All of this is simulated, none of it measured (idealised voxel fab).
The process module that follows is named voxel released beams.
FYI the section here is cut, 170 nm wide, cells are 5 nm squares.
Think of the cross-section as a grid of square cells. We describe it in bands, top to bottom, and each band covers one or more rows of those cells.
Per band: top height and bottom height in nm, followed by the left-to-right materials and their widths in nm; "all across" marks a single material spanning edge to edge, "empty" marks empty space.
The level at which height equals 0 is the one under which the wafer, as it arrives, is entirely one material. No lower edge exists for the bottom band, which continues downward and is notated as in "0 nm and below".
A two-number width, for instance "30->40", indicates that the width is equal to the first number in the top row of the band and to the second number in the bottom row, and that it changes by a constant amount per row of cells.
The designation "no change occurred", where it is given for a processing step, indicates that no cell of the cross-section was altered in the course of that step.
Closed-off voids of 8+ cells (no open route to the top) go in "Enclosed empty spaces", written width x height at distance from the left edge, in nm.
Whatever follows a step's settings on its line is a remark the simulator itself makes about that step.
The "overlay nm" setting may appear on a step's line; for a step that uses a mask, it gives how far to the right of its planned position the mask lay, and a negative value indicates the left.

## Set out below are the planned steps of the process
1. RECEIVE (material Si)
2. CONFORMAL_DEP (material SiN; thk nm 10)
3. DIRECTIONAL_DEP (material SiO2; thk nm 10)
4. MASKED_ETCH (tone open; mask id ANCHOR; width nm 45; etch materials SiO2; depth nm 10; overlay nm 0)
5. CONFORMAL_DEP (material W; thk nm 15)
6. MASKED_ETCH (tone cover; mask id BEAM; width nm 105; etch materials W; depth nm 15; overlay nm 0)
7. STRIP (etch materials SiO2)

## Cross-sectional view of the wafer in its as-received condition, corresponding to the state after step 1
0 nm and below = Si all across
Enclosed empty spaces: none

## This is how the wafer looks in cross-section once the module is done, given the starting state and plan above and one mistake in carrying the plan out
50 nm to 35 nm = 30 of empty, 105 of W, 35 of empty
35 nm to 20 nm = W all across
20 nm to 10 nm = 35 of SiO2, 45 of W, 90 of SiO2
10 nm to 0 nm = SiN all across
0 nm and below = Si all across
Enclosed empty spaces: none
Processing error: step 5 of the plan was performed twice
